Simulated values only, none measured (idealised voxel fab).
This is a process module. Its name is voxel wiring stack.
Square cells of 5 nm make up the cross-section cut, whose width is 205 nm.
We lay out every cross-section as a grid of square cells and spell it out in bands from the top down, where one band means one or more rows of cells. This entry defines a band. It first specifies the height of the band's top and the height of its bottom in nm, and then specifies the band's materials from left to right, stating each material with its width in nm. The word "full width" identifies a single material that fills the band from edge to edge, while the word "air" identifies empty space. Zero point of the height axis is 0; under it, received wafer = one material. Lowest band: continues down indefinitely, "0 nm and below". With a width like "30..40", each row of cells in the band differs from the next by the same amount, the top row carrying the first number and the bottom row the second. The cross-section has no changed cell in any step marked "left unchanged". You'll see "Completely enclosed voids" listing empty spaces that have no way open to the top, as long as they're 8 cells or more; the notation is width x height at distance, where the distance is from the left edge, and all of it is in nm. Post-settings text on a step line: simulator's own remark regarding the step. The line of a step may include "overlay nm". On a step with a mask, this value is how far to the right of its planned place the mask lay. A negative value means the mask lay to the left. Reading guide: pairs of cross-sections, before and after one process step; after view cut off at lowest changed band; step and settings listed under each pair. Pairs may stem from different runs of this module on the same starting wafer; continuity with the pair above only where the "Cross-section, before" entry states it.

[Cross-section, before]
> 100 nm to 90 nm = air=15  SiO2=15  air=25  SiO2=15  air=25  SiO2=15  air=25  SiO2=15  air=25  SiO2=5  air=25
> 90 nm to 75 nm = SiO2=30  air=25  SiO2=15  air=25  SiO2=15  air=25  SiO2=15  air=25  SiO2=30
> 75 nm to 70 nm = SiO2=15  SiN=15  air=25  SiN=15  air=25  SiN=15  air=25  SiN=15  air=25  SiN=5  SiO2=25
> 70 nm to 65 nm = SiO2=15  SiN=5  Ru=35  SiN=5  Ru=35  SiN=5  Ru=35  SiN=5  Ru=35  SiN=5  SiO2=25
> 65 nm to 60 nm = SiN=20  Ru=35  SiN=5  Ru=35  SiN=5  Ru=35  SiN=5  Ru=35  SiN=30
> 60 nm to 50 nm = SiO2=30  Ru=15  SiO2=25  Ru=15  SiO2=25  Ru=15  SiO2=25  Ru=15  SiO2=40
> 50 nm to 40 nm = SiCN=30..25  Ru=15..35  SiCN=25..5  Ru=15..35  SiCN=25..5  Ru=15..35  SiCN=25..5  Ru=15..35  SiCN=40..25
> 40 nm to 15 nm = SiO2=30  TiN=5  Cu=15  TiN=5  SiO2=15  TiN=5  Cu=15  TiN=5  SiO2=15  TiN=5  Cu=15  TiN=5  SiO2=15  TiN=5  Cu=15  TiN=5  SiO2=30
> 15 nm to 10 nm = SiCN=30  TiN=25  SiCN=15  TiN=25  SiCN=15  TiN=25  SiCN=15  TiN=25  SiCN=30
> 10 nm to 0 nm = SiO2 full width
> 0 nm and below = Si full width
> Completely enclosed voids: none

[Result of Step]
> 105 nm to 100 nm = air=10  TiN=25  air=15  TiN=25  air=15  TiN=25  air=15  TiN=25  air=15  TiN=15  air=20
> 100 nm to 95 nm = air=10  TiN=5  SiO2=15  TiN=5  air=15  TiN=5  SiO2=15  TiN=5  air=15  TiN=5  SiO2=15  TiN=5  air=15  TiN=5  SiO2=15  TiN=5  air=15  TiN=5  SiO2=5  TiN=5  air=20
> 95 nm to 90 nm = TiN=15  SiO2=15  TiN=5  air=15  TiN=5  SiO2=15  TiN=5  air=15  TiN=5  SiO2=15  TiN=5  air=15  TiN=5  SiO2=15  TiN=5  air=15  TiN=5  SiO2=5  TiN=25
> 90 nm to 75 nm = SiO2=30  TiN=5  air=15  TiN=5  SiO2=15  TiN=5  air=15  TiN=5  SiO2=15  TiN=5  air=15  TiN=5  SiO2=15  TiN=5  air=15  TiN=5  SiO2=30
> 75 nm to 70 nm = SiO2=15  SiN=15  TiN=25  SiN=15  TiN=25  SiN=15  TiN=25  SiN=15  TiN=25  SiN=5  SiO2=25
> Nothing below the height 70 has changed.
> Completely enclosed voids: none
For reference, the processing step occurring between the two cross-sections presented above is as follows: CONFORMAL_DEP,material TiN,thk nm 5

Cross-section, before: just use the after drawing of the pair above as your starting point.

[Result of Step]
> 110 nm to 105 nm = Cu full width
> 105 nm to 100 nm = Cu=10  TiN=25  Cu=15  TiN=25  Cu=15  TiN=25  Cu=15  TiN=25  Cu=15  TiN=15  Cu=20
> 100 nm to 95 nm = Cu=10  TiN=5  SiO2=15  TiN=5  Cu=15  TiN=5  SiO2=15  TiN=5  Cu=15  TiN=5  SiO2=15  TiN=5  Cu=15  TiN=5  SiO2=15  TiN=5  Cu=15  TiN=5  SiO2=5  TiN=5  Cu=20
> 95 nm to 90 nm = TiN=15  SiO2=15  TiN=5  Cu=15  TiN=5  SiO2=15  TiN=5  Cu=15  TiN=5  SiO2=15  TiN=5  Cu=15  TiN=5  SiO2=15  TiN=5  Cu=15  TiN=5  SiO2=5  TiN=25
> 90 nm to 75 nm = SiO2=30  TiN=5  Cu=15  TiN=5  SiO2=15  TiN=5  Cu=15  TiN=5  SiO2=15  TiN=5  Cu=15  TiN=5  SiO2=15  TiN=5  Cu=15  TiN=5  SiO2=30
> Nothing below the height 75 has changed.
> Completely enclosed voids: none
For reference, the processing step occurring between the two cross-sections presented above is as follows: FILL_DEP,material Cu,thk nm 5

Cross-section, before: just use the after drawing of the pair above as your starting point.

[Result of Step]
> 90 nm to 75 nm = SiO2=30  TiN=5  Cu=15  TiN=5  SiO2=15  TiN=5  Cu=15  TiN=5  SiO2=15  TiN=5  Cu=15  TiN=5  SiO2=15  TiN=5  Cu=15  TiN=5  SiO2=30
> Nothing below the height 75 has changed.
> Completely enclosed voids: none
For reference, the processing step occurring between the two cross-sections presented above is as follows: CMP,height nm 90

Cross-section, before: just use the after drawing of the pair above as your starting point.

[Result of Step]
> 95 nm to 90 nm = SiCN full width
> Nothing below the height 90 has changed.
> Completely enclosed voids: none
For reference, the processing step occurring between the two cross-sections presented above is as follows: CONFORMAL_DEP,material SiCN,thk nm 5

Cross-section, before: just use the after drawing of the pair above as your starting point.

[Result of Step]
> 110 nm to 95 nm = lowk full width
> Nothing below the height 95 has changed.
> Completely enclosed voids: none
For reference, the processing step occurring between the two cross-sections presented above is as follows: DIRECTIONAL_DEP,material lowk,thk nm 15

Cross-section, before: just use the after drawing of the pair above as your starting point.

[Result of Step]
> 110 nm to 95 nm = lowk=30  air=15  lowk=25  air=15  lowk=25  air=15  lowk=25  air=15  lowk=40
> Nothing below the height 95 has changed.
> Completely enclosed voids: none
For reference, the processing step occurring between the two cross-sections presented above is as follows: MASKED_ETCH,tone open,mask id PLUG_2,width nm 15,pitch nm 40,etch materials lowk,depth nm 15,overlay nm 0

Cross-section, before: just use the after drawing of the pair above as your starting point.

[Result of Step]
> 110 nm to 95 nm = lowk=30  air=15  lowk=25  air=15  lowk=25  air=15  lowk=25  air=15  lowk=40
> 95 nm to 90 nm = SiCN=30  air=15  SiCN=25  air=15  SiCN=25  air=15  SiCN=25  air=15  SiCN=40
> Nothing below the height 90 has changed.
> Completely enclosed voids: none
For reference, the processing step occurring between the two cross-sections presented above is as follows: MASKED_ETCH,tone open,mask id PLUG_2,width nm 15,pitch nm 40,etch materials SiCN,depth nm 5,overlay nm 0

Cross-section, before: just use the after drawing of the pair above as your starting point.

[Result of Step]
> 110 nm to 100 nm = lowk=30  air=15  lowk=25  air=15  lowk=25  air=15  lowk=25  air=15  lowk=40
> 100 nm to 95 nm = lowk=30  Ru=15  lowk=25  Ru=15  lowk=25  Ru=15  lowk=25  Ru=15  lowk=40
> 95 nm to 90 nm = SiCN=30  Ru=15  SiCN=25  Ru=15  SiCN=25  Ru=15  SiCN=25  Ru=15  SiCN=40
> Nothing below the height 90 has changed.
> Completely enclosed voids: none
For reference, the processing step occurring between the two cross-sections presented above is as follows: EPI,material Ru,thk nm 10

Cross-section, before: just use the after drawing of the pair above as your starting point.

[Result of Step]
> 110 nm to 95 nm = lowk=30  Ru=15  lowk=25  Ru=15  lowk=25  Ru=15  lowk=25  Ru=15  lowk=40
> Nothing below the height 95 has changed.
> Completely enclosed voids: none
For reference, the processing step occurring between the two cross-sections presented above is as follows: EPI,material Ru,thk nm 10

Cross-section, before: just use the after drawing of the pair above as your starting point.

[Result of Step]
> 115 nm to 110 nm = SiCN full width
> Nothing below the height 110 has changed.
> Completely enclosed voids: none
For reference, the processing step occurring between the two cross-sections presented above is as follows: CONFORMAL_DEP,material SiCN,thk nm 5

Cross-section, before: just use the after drawing of the pair above as your starting point.

[Result of Step]
> 135 nm to 115 nm = lowk full width
> Nothing below the height 115 has changed.
> Completely enclosed voids: none
For reference, the processing step occurring between the two cross-sections presented above is as follows: DIRECTIONAL_DEP,material lowk,thk nm 20

Cross-section, before: just use the after drawing of the pair above as your starting point.

[Result of Step]
> 150 nm to 135 nm = aC full width
> Nothing below the height 135 has changed.
> Completely enclosed voids: none
For reference, the processing step occurring between the two cross-sections presented above is as follows: DIRECTIONAL_DEP,material aC,thk nm 15

Cross-section, before: just use the after drawing of the pair above as your starting point.

[Result of Step]
> 185 nm to 150 nm = resist=30  air=25  resist=15  air=25  resist=15  air=25  resist=15  air=25  resist=30
> Nothing below the height 150 has changed.
> Completely enclosed voids: none
For reference, the processing step occurring between the two cross-sections presented above is as follows: PATTERN,tone open,mask id METAL_3,material resist,width nm 25,pitch nm 40,thk nm 35,overlay nm 0

Cross-section, before: just use the after drawing of the pair above as your starting point.

[Result of Step]
> 170 nm to 150 nm = resist=30  air=25  resist=15  air=25  resist=15  air=25  resist=15  air=25  resist=30
> 150 nm to 135 nm = aC=30  air=25  aC=15  air=25  aC=15  air=25  aC=15  air=25  aC=30
> Nothing below the height 135 has changed.
> Completely enclosed voids: none
For reference, the processing step occurring between the two cross-sections presented above is as follows: DIRECTIONAL_ETCH,etch materials aC,depth nm 15

Cross-section, before: just use the after drawing of the pair above as your starting point.

[Result of Step]
> 150 nm to 135 nm = aC=30  air=25  aC=15  air=25  aC=15  air=25  aC=15  air=25  aC=30
> Nothing below the height 135 has changed.
> Completely enclosed voids: none
For reference, the processing step occurring between the two cross-sections presented above is as follows: STRIP,etch materials resist

Cross-section, before: just use the after drawing of the pair above as your starting point.

[Result of Step]
> 150 nm to 135 nm = aC=30  air=25  aC=15  air=25  aC=15  air=25  aC=15  air=25  aC=30
> 135 nm to 115 nm = lowk=30  air=25  lowk=15  air=25  lowk=15  air=25  lowk=15  air=25  lowk=30
> Nothing below the height 115 has changed.
> Completely enclosed voids: none
For reference, the processing step occurring between the two cross-sections presented above is as follows: DIRECTIONAL_ETCH,etch materials lowk,depth nm 20

Cross-section, before: just use the after drawing of the pair above as your starting point.

[Result of Step]
> 150 nm to 135 nm = aC=30  air=25  aC=15  air=25  aC=15  air=25  aC=15  air=25  aC=30
> 135 nm to 115 nm = lowk=30  air=25  lowk=15  air=25  lowk=15  air=25  lowk=15  air=25  lowk=30
> 115 nm to 110 nm = SiCN=30  air=25  SiCN=15  air=25  SiCN=15  air=25  SiCN=15  air=25  SiCN=30
> Nothing below the height 110 has changed.
> Completely enclosed voids: none
For reference, the processing step occurring between the two cross-sections presented above is as follows: DIRECTIONAL_ETCH,etch materials SiCN,depth nm 5

Cross-section, before: just use the after drawing of the pair above as your starting point.

[Result of Step]
> 135 nm to 115 nm = lowk=30  air=25  lowk=15  air=25  lowk=15  air=25  lowk=15  air=25  lowk=30
> Nothing below the height 115 has changed.
> Completely enclosed voids: none
For reference, the processing step occurring between the two cross-sections presented above is as follows: STRIP,etch materials aC

Cross-section, before: just use the after drawing of the pair above as your starting point.

[Result of Step]
> 140 nm to 135 nm = TiN=35  air=15  TiN=25  air=15  TiN=25  air=15  TiN=25  air=15  TiN=35
> 135 nm to 115 nm = lowk=30  TiN=5  air=15  TiN=5  lowk=15  TiN=5  air=15  TiN=5  lowk=15  TiN=5  air=15  TiN=5  lowk=15  TiN=5  air=15  TiN=5  lowk=30
> 115 nm to 110 nm = SiCN=30  TiN=25  SiCN=15  TiN=25  SiCN=15  TiN=25  SiCN=15  TiN=25  SiCN=30
> Nothing below the height 110 has changed.
> Completely enclosed voids: none
For reference, the processing step occurring between the two cross-sections presented above is as follows: CONFORMAL_DEP,material TiN,thk nm 5

Cross-section, before: just use the after drawing of the pair above as your starting point.

[Result of Step]
> 150 nm to 140 nm = Cu full width
> 140 nm to 135 nm = TiN=35  Cu=15  TiN=25  Cu=15  TiN=25  Cu=15  TiN=25  Cu=15  TiN=35
> 135 nm to 115 nm = lowk=30  TiN=5  Cu=15  TiN=5  lowk=15  TiN=5  Cu=15  TiN=5  lowk=15  TiN=5  Cu=15  TiN=5  lowk=15  TiN=5  Cu=15  TiN=5  lowk=30
> Nothing below the height 115 has changed.
> Completely enclosed voids: none
For reference, the processing step occurring between the two cross-sections presented above is as follows: FILL_DEP,material Cu,thk nm 10

Cross-section, before: just use the after drawing of the pair above as your starting point.

[Result of Step]
> 135 nm to 115 nm = lowk=30  TiN=5  Cu=15  TiN=5  lowk=15  TiN=5  Cu=15  TiN=5  lowk=15  TiN=5  Cu=15  TiN=5  lowk=15  TiN=5  Cu=15  TiN=5  lowk=30
> Nothing below the height 115 has changed.
> Completely enclosed voids: none
For reference, the processing step occurring between the two cross-sections presented above is as follows: CMP,height nm 135

Cross-section, before: just use the after drawing of the pair above as your starting point.

[Result of Step]
> 140 nm to 135 nm = SiN full width
> Nothing below the height 135 has changed.
> Completely enclosed voids: none
For reference, the processing step occurring between the two cross-sections presented above is as follows: CONFORMAL_DEP,material SiN,thk nm 5

[Cross-section, before]
> 130 nm to 110 nm = lowk full width
> 110 nm to 95 nm = lowk=30  Ru=15  lowk=25  Ru=15  lowk=25  Ru=15  lowk=25  Ru=15  lowk=40
> 95 nm to 90 nm = SiCN=30  Ru=15  SiCN=25  Ru=15  SiCN=25  Ru=15  SiCN=25  Ru=15  SiCN=40
> 90 nm to 65 nm = SiO2=30  TiN=5  Cu=15  TiN=5  SiO2=15  TiN=5  Cu=15  TiN=5  SiO2=15  TiN=5  Cu=15  TiN=5  SiO2=15  TiN=5  Cu=15  TiN=5  SiO2=30
> 65 nm to 60 nm = SiN=30  TiN=25  SiN=15  TiN=25  SiN=15  TiN=25  SiN=15  TiN=25  SiN=30
> 60 nm to 50 nm = SiO2=30  Ru=15  SiO2=25  Ru=15  SiO2=25  Ru=15  SiO2=25  Ru=15  SiO2=40
> 50 nm to 40 nm = SiCN=30..25  Ru=15..35  SiCN=25..5  Ru=15..35  SiCN=25..5  Ru=15..35  SiCN=25..5  Ru=15..35  SiCN=40..25
> 40 nm to 15 nm = SiO2=30  TiN=5  Cu=15  TiN=5  SiO2=15  TiN=5  Cu=15  TiN=5  SiO2=15  TiN=5  Cu=15  TiN=5  SiO2=15  TiN=5  Cu=15  TiN=5  SiO2=30
> 15 nm to 10 nm = SiCN=30  TiN=25  SiCN=15  TiN=25  SiCN=15  TiN=25  SiCN=15  TiN=25  SiCN=30
> 10 nm to 0 nm = SiO2 full width
> 0 nm and below = Si full width
> Completely enclosed voids: none

[Result of Step]
> 135 nm to 130 nm = SiCN full width
> Nothing below the height 130 has changed.
> Completely enclosed voids: none
For reference, the processing step occurring between the two cross-sections presented above is as follows: CONFORMAL_DEP,material SiCN,thk nm 5

Cross-section, before: just use the after drawing of the pair above as your starting point.

[Result of Step]
> 150 nm to 135 nm = aC full width
> Nothing below the height 135 has changed.
> Completely enclosed voids: none
For reference, the processing step occurring between the two cross-sections presented above is as follows: DIRECTIONAL_DEP,material aC,thk nm 15

Cross-section, before: just use the after drawing of the pair above as your starting point.

[Result of Step]
> 185 nm to 150 nm = resist=30  air=25  resist=15  air=25  resist=15  air=25  resist=15  air=25  resist=30
> Nothing below the height 150 has changed.
> Completely enclosed voids: none
For reference, the processing step occurring between the two cross-sections presented above is as follows: PATTERN,tone open,mask id METAL_3,material resist,width nm 25,pitch nm 40,thk nm 35,overlay nm 0

Cross-section, before: just use the after drawing of the pair above as your starting point.

[Result of Step]
> 170 nm to 150 nm = resist=30  air=25  resist=15  air=25  resist=15  air=25  resist=15  air=25  resist=30
> 150 nm to 135 nm = aC=30  air=25  aC=15  air=25  aC=15  air=25  aC=15  air=25  aC=30
> Nothing below the height 135 has changed.
> Completely enclosed voids: none
For reference, the processing step occurring between the two cross-sections presented above is as follows: DIRECTIONAL_ETCH,etch materials aC,depth nm 15

Cross-section, before: just use the after drawing of the pair above as your starting point.

[Result of Step]
> 150 nm to 135 nm = aC=30  air=25  aC=15  air=25  aC=15  air=25  aC=15  air=25  aC=30
> Nothing below the height 135 has changed.
> Completely enclosed voids: none
For reference, the processing step occurring between the two cross-sections presented above is as follows: STRIP,etch materials resist

Cross-section, before: just use the after drawing of the pair above as your starting point.

[Result of Step]
> 150 nm to 135 nm = aC=30  air=25  aC=15  air=25  aC=15  air=25  aC=15  air=25  aC=30
> 135 nm to 130 nm = SiCN=30  air=25  SiCN=15  air=25  SiCN=15  air=25  SiCN=15  air=25  SiCN=30
> Nothing below the height 130 has changed.
> Completely enclosed voids: none
For reference, the processing step occurring between the two cross-sections presented above is as follows: DIRECTIONAL_ETCH,etch materials SiCN,depth nm 5

Cross-section, before: just use the after drawing of the pair above as your starting point.

[Result of Step]
> 135 nm to 130 nm = SiCN=30  air=25  SiCN=15  air=25  SiCN=15  air=25  SiCN=15  air=25  SiCN=30
> Nothing below the height 130 has changed.
> Completely enclosed voids: none
For reference, the processing step occurring between the two cross-sections presented above is as follows: STRIP,etch materials aC

Cross-section, before: just use the after drawing of the pair above as your starting point.

[Result of Step]
> 140 nm to 135 nm = TiN=35  air=15  TiN=25  air=15  TiN=25  air=15  TiN=25  air=15  TiN=35
> 135 nm to 130 nm = SiCN=30  TiN=25  SiCN=15  TiN=25  SiCN=15  TiN=25  SiCN=15  TiN=25  SiCN=30
> Nothing below the height 130 has changed.
> Completely enclosed voids: none
For reference, the processing step occurring between the two cross-sections presented above is as follows: CONFORMAL_DEP,material TiN,thk nm 5

Cross-section, before: just use the after drawing of the pair above as your starting point.

[Result of Step]
> 150 nm to 140 nm = Cu full width
> 140 nm to 135 nm = TiN=35  Cu=15  TiN=25  Cu=15  TiN=25  Cu=15  TiN=25  Cu=15  TiN=35
> Nothing below the height 135 has changed.
> Completely enclosed voids: none
For reference, the processing step occurring between the two cross-sections presented above is as follows: FILL_DEP,material Cu,thk nm 10

Cross-section, before: just use the after drawing of the pair above as your starting point.

[Result of Step]
> 135 nm to 130 nm = SiCN=30  TiN=25  SiCN=15  TiN=25  SiCN=15  TiN=25  SiCN=15  TiN=25  SiCN=30
> Nothing below the height 130 has changed.
> Completely enclosed voids: none
For reference, the processing step occurring between the two cross-sections presented above is as follows: CMP,height nm 135

Cross-section, before: just use the after drawing of the pair above as your starting point.

[Result of Step]
> 140 nm to 135 nm = SiN full width
> Nothing below the height 135 has changed.
> Completely enclosed voids: none
For reference, the processing step occurring between the two cross-sections presented above is as follows: CONFORMAL_DEP,material SiN,thk nm 5

[Cross-section, before]
> 50 nm to 45 nm = Cu full width
> 45 nm to 40 nm = TiN=35  Cu=15  TiN=25  Cu=15  TiN=25  Cu=15  TiN=25  Cu=15  TiN=35
> 40 nm to 15 nm = SiO2=30  TiN=5  Cu=15  TiN=5  SiO2=15  TiN=5  Cu=15  TiN=5  SiO2=15  TiN=5  Cu=15  TiN=5  SiO2=15  TiN=5  Cu=15  TiN=5  SiO2=30
> 15 nm to 10 nm = SiCN=30  TiN=25  SiCN=15  TiN=25  SiCN=15  TiN=25  SiCN=15  TiN=25  SiCN=30
> 10 nm to 0 nm = SiO2 full width
> 0 nm and below = Si full width
> Completely enclosed voids: none

[Result of Step]
> 35 nm to 15 nm = SiO2=30  TiN=5  Cu=15  TiN=5  SiO2=15  TiN=5  Cu=15  TiN=5  SiO2=15  TiN=5  Cu=15  TiN=5  SiO2=15  TiN=5  Cu=15  TiN=5  SiO2=30
> Nothing below the height 15 has changed.
> Completely enclosed voids: none
For reference, the processing step occurring between the two cross-sections presented above is as follows: CMP,height nm 35

Cross-section, before: just use the after drawing of the pair above as your starting point.

[Result of Step]
> 40 nm to 35 nm = air=25  Ru=35  air=5  Ru=35  air=5  Ru=35  air=5  Ru=35  air=25
> Nothing below the height 35 has changed.
> Completely enclosed voids: none
For reference, the processing step occurring between the two cross-sections presented above is as follows: EPI,material Ru,thk nm 5

Cross-section, before: just use the after drawing of the pair above as your starting point.

[Result of Step]
> 45 nm to 40 nm = SiCN full width
> 40 nm to 35 nm = SiCN=25  Ru=35  SiCN=5  Ru=35  SiCN=5  Ru=35  SiCN=5  Ru=35  SiCN=25
> Nothing below the height 35 has changed.
> Completely enclosed voids: none
For reference, the processing step occurring between the two cross-sections presented above is as follows: FILL_DEP,material SiCN,thk nm 5

Cross-section, before: just use the after drawing of the pair above as your starting point.

[Result of Step]
> 55 nm to 45 nm = SiO2 full width
> Nothing below the height 45 has changed.
> Completely enclosed voids: none
For reference, the processing step occurring between the two cross-sections presented above is as follows: DIRECTIONAL_DEP,material SiO2,thk nm 10

Cross-section, before: just use the after drawing of the pair above as your starting point.

[Result of Step]
> 55 nm to 45 nm = SiO2=30  air=15  SiO2=25  air=15  SiO2=25  air=15  SiO2=25  air=15  SiO2=40
> Nothing below the height 45 has changed.
> Completely enclosed voids: none
For reference, the processing step occurring between the two cross-sections presented above is as follows: MASKED_ETCH,tone open,mask id PLUG_1,width nm 15,pitch nm 40,etch materials SiO2,depth nm 10,overlay nm 0

Cross-section, before: just use the after drawing of the pair above as your starting point.

[Result of Step]
> 55 nm to 45 nm = SiO2=30  air=15  SiO2=25  air=15  SiO2=25  air=15  SiO2=25  air=15  SiO2=40
> 45 nm to 40 nm = SiCN=30  air=15  SiCN=25  air=15  SiCN=25  air=15  SiCN=25  air=15  SiCN=40
> Nothing below the height 40 has changed.
> Completely enclosed voids: none
For reference, the processing step occurring between the two cross-sections presented above is as follows: MASKED_ETCH,tone open,mask id PLUG_1,width nm 15,pitch nm 40,etch materials SiCN,depth nm 5,overlay nm 0

Cross-section, before: just use the after drawing of the pair above as your starting point.

[Result of Step]
> 55 nm to 50 nm = SiO2=30  air=15  SiO2=25  air=15  SiO2=25  air=15  SiO2=25  air=15  SiO2=40
> 50 nm to 45 nm = SiO2=30  Ru=15  SiO2=25  Ru=15  SiO2=25  Ru=15  SiO2=25  Ru=15  SiO2=40
> 45 nm to 35 nm = SiCN=30..25  Ru=15..35  SiCN=25..5  Ru=15..35  SiCN=25..5  Ru=15..35  SiCN=25..5  Ru=15..35  SiCN=40..25
> Nothing below the height 35 has changed.
> Completely enclosed voids: none
For reference, the processing step occurring between the two cross-sections presented above is as follows: EPI,material Ru,thk nm 10

Cross-section, before: just use the after drawing of the pair above as your starting point.

[Result of Step]
> 55 nm to 45 nm = SiO2=30  Ru=15  SiO2=25  Ru=15  SiO2=25  Ru=15  SiO2=25  Ru=15  SiO2=40
> Nothing below the height 45 has changed.
> Completely enclosed voids: none
For reference, the processing step occurring between the two cross-sections presented above is as follows: EPI,material Ru,thk nm 5

Cross-section, before: just use the after drawing of the pair above as your starting point.

[Result of Step]
> 60 nm to 55 nm = SiN full width
> Nothing below the height 55 has changed.
> Completely enclosed voids: none
For reference, the processing step occurring between the two cross-sections presented above is as follows: CONFORMAL_DEP,material SiN,thk nm 5

Cross-section, before: just use the after drawing of the pair above as your starting point.

[Result of Step]
> 85 nm to 60 nm = SiO2 full width
> Nothing below the height 60 has changed.
> Completely enclosed voids: none
For reference, the processing step occurring between the two cross-sections presented above is as follows: DIRECTIONAL_DEP,material SiO2,thk nm 25

Cross-section, before: just use the after drawing of the pair above as your starting point.

[Result of Step]
> 85 nm to 60 nm = SiO2=30  air=25  SiO2=15  air=25  SiO2=15  air=25  SiO2=15  air=25  SiO2=30
> Nothing below the height 60 has changed.
> Completely enclosed voids: none
For reference, the processing step occurring between the two cross-sections presented above is as follows: MASKED_ETCH,tone open,mask id METAL_2,width nm 25,pitch nm 40,etch materials SiO2,depth nm 25,overlay nm 0

Cross-section, before: just use the after drawing of the pair above as your starting point.

[Result of Step]
> 85 nm to 60 nm = SiO2=30  air=25  SiO2=15  air=25  SiO2=15  air=25  SiO2=15  air=25  SiO2=30
> 60 nm to 55 nm = SiN=30  air=25  SiN=15  air=25  SiN=15  air=25  SiN=15  air=25  SiN=30
> Nothing below the height 55 has changed.
> Completely enclosed voids: none
For reference, the processing step occurring between the two cross-sections presented above is as follows: MASKED_ETCH,tone open,mask id METAL_2,width nm 25,pitch nm 40,etch materials SiN,depth nm 5,overlay nm 0

Cross-section, before: just use the after drawing of the pair above as your starting point.

[Result of Step]
> 90 nm to 85 nm = TiN=35  air=15  TiN=25  air=15  TiN=25  air=15  TiN=25  air=15  TiN=35
> 85 nm to 60 nm = SiO2=30  TiN=5  air=15  TiN=5  SiO2=15  TiN=5  air=15  TiN=5  SiO2=15  TiN=5  air=15  TiN=5  SiO2=15  TiN=5  air=15  TiN=5  SiO2=30
> 60 nm to 55 nm = SiN=30  TiN=25  SiN=15  TiN=25  SiN=15  TiN=25  SiN=15  TiN=25  SiN=30
> Nothing below the height 55 has changed.
> Completely enclosed voids: none
For reference, the processing step occurring between the two cross-sections presented above is as follows: CONFORMAL_DEP,material TiN,thk nm 5

Cross-section, before: just use the after drawing of the pair above as your starting point.

[Result of Step]
> 95 nm to 90 nm = Cu full width
> 90 nm to 85 nm = TiN=35  Cu=15  TiN=25  Cu=15  TiN=25  Cu=15  TiN=25  Cu=15  TiN=35
> 85 nm to 60 nm = SiO2=30  TiN=5  Cu=15  TiN=5  SiO2=15  TiN=5  Cu=15  TiN=5  SiO2=15  TiN=5  Cu=15  TiN=5  SiO2=15  TiN=5  Cu=15  TiN=5  SiO2=30
> Nothing below the height 60 has changed.
> Completely enclosed voids: none
For reference, the processing step occurring between the two cross-sections presented above is as follows: FILL_DEP,material Cu,thk nm 5

Cross-section, before: just use the after drawing of the pair above as your starting point.

[Result of Step]
> 90 nm to 85 nm = TiN=35  Cu=15  TiN=25  Cu=15  TiN=25  Cu=15  TiN=25  Cu=15  TiN=35
> Nothing below the height 85 has changed.
> Completely enclosed voids: none
For reference, the processing step occurring between the two cross-sections presented above is as follows: CMP,height nm 90

Cross-section, before: just use the after drawing of the pair above as your starting point.

[Result of Step]
> 95 nm to 90 nm = SiCN full width
> Nothing below the height 90 has changed.
> Completely enclosed voids: none
For reference, the processing step occurring between the two cross-sections presented above is as follows: CONFORMAL_DEP,material SiCN,thk nm 5

Cross-section, before: just use the after drawing of the pair above as your starting point.

[Result of Step]
> 110 nm to 95 nm = lowk full width
> Nothing below the height 95 has changed.
> Completely enclosed voids: none
For reference, the processing step occurring between the two cross-sections presented above is as follows: DIRECTIONAL_DEP,material lowk,thk nm 15

Cross-section, before: just use the after drawing of the pair above as your starting point.

[Result of Step]
> 110 nm to 95 nm = lowk=30  air=15  lowk=25  air=15  lowk=25  air=15  lowk=25  air=15  lowk=40
> Nothing below the height 95 has changed.
> Completely enclosed voids: none
For reference, the processing step occurring between the two cross-sections presented above is as follows: MASKED_ETCH,tone open,mask id PLUG_2,width nm 15,pitch nm 40,etch materials lowk,depth nm 15,overlay nm 0

Cross-section, before: just use the after drawing of the pair above as your starting point.

[Result of Step]
> 110 nm to 95 nm = lowk=30  air=15  lowk=25  air=15  lowk=25  air=15  lowk=25  air=15  lowk=40
> 95 nm to 90 nm = SiCN=30  air=15  SiCN=25  air=15  SiCN=25  air=15  SiCN=25  air=15  SiCN=40
> Nothing below the height 90 has changed.
> Completely enclosed voids: none
For reference, the processing step occurring between the two cross-sections presented above is as follows: MASKED_ETCH,tone open,mask id PLUG_2,width nm 15,pitch nm 40,etch materials SiCN,depth nm 5,overlay nm 0

Cross-section, before: just use the after drawing of the pair above as your starting point.

[Result of Step]
> 110 nm to 100 nm = lowk=30  air=15  lowk=25  air=15  lowk=25  air=15  lowk=25  air=15  lowk=40
> 100 nm to 95 nm = lowk=30  Ru=15  lowk=25  Ru=15  lowk=25  Ru=15  lowk=25  Ru=15  lowk=40
> 95 nm to 90 nm = SiCN=30  Ru=15  SiCN=25  Ru=15  SiCN=25  Ru=15  SiCN=25  Ru=15  SiCN=40
> Nothing below the height 90 has changed.
> Completely enclosed voids: none
For reference, the processing step occurring between the two cross-sections presented above is as follows: EPI,material Ru,thk nm 10

Cross-section, before: just use the after drawing of the pair above as your starting point.

[Result of Step]
> 110 nm to 95 nm = lowk=30  Ru=15  lowk=25  Ru=15  lowk=25  Ru=15  lowk=25  Ru=15  lowk=40
> Nothing below the height 95 has changed.
> Completely enclosed voids: none
For reference, the processing step occurring between the two cross-sections presented above is as follows: EPI,material Ru,thk nm 10

Cross-section, before: just use the after drawing of the pair above as your starting point.

[Result of Step]
> 115 nm to 110 nm = SiCN full width
> Nothing below the height 110 has changed.
> Completely enclosed voids: none
For reference, the processing step occurring between the two cross-sections presented above is as follows: CONFORMAL_DEP,material SiCN,thk nm 5

Cross-section, before: just use the after drawing of the pair above as your starting point.

[Result of Step]
> 135 nm to 115 nm = lowk full width
> Nothing below the height 115 has changed.
> Completely enclosed voids: none
For reference, the processing step occurring between the two cross-sections presented above is as follows: DIRECTIONAL_DEP,material lowk,thk nm 20

Cross-section, before: just use the after drawing of the pair above as your starting point.

[Result of Step]
> 150 nm to 135 nm = aC full width
> Nothing below the height 135 has changed.
> Completely enclosed voids: none
For reference, the processing step occurring between the two cross-sections presented above is as follows: DIRECTIONAL_DEP,material aC,thk nm 15

Cross-section, before: just use the after drawing of the pair above as your starting point.

[Result of Step]
> 185 nm to 150 nm = resist=30  air=25  resist=15  air=25  resist=15  air=25  resist=15  air=25  resist=30
> Nothing below the height 150 has changed.
> Completely enclosed voids: none
For reference, the processing step occurring between the two cross-sections presented above is as follows: PATTERN,tone open,mask id METAL_3,material resist,width nm 25,pitch nm 40,thk nm 35,overlay nm 0

Cross-section, before: just use the after drawing of the pair above as your starting point.

[Result of Step]
> 170 nm to 150 nm = resist=30  air=25  resist=15  air=25  resist=15  air=25  resist=15  air=25  resist=30
> 150 nm to 135 nm = aC=30  air=25  aC=15  air=25  aC=15  air=25  aC=15  air=25  aC=30
> Nothing below the height 135 has changed.
> Completely enclosed voids: none
For reference, the processing step occurring between the two cross-sections presented above is as follows: DIRECTIONAL_ETCH,etch materials aC,depth nm 15
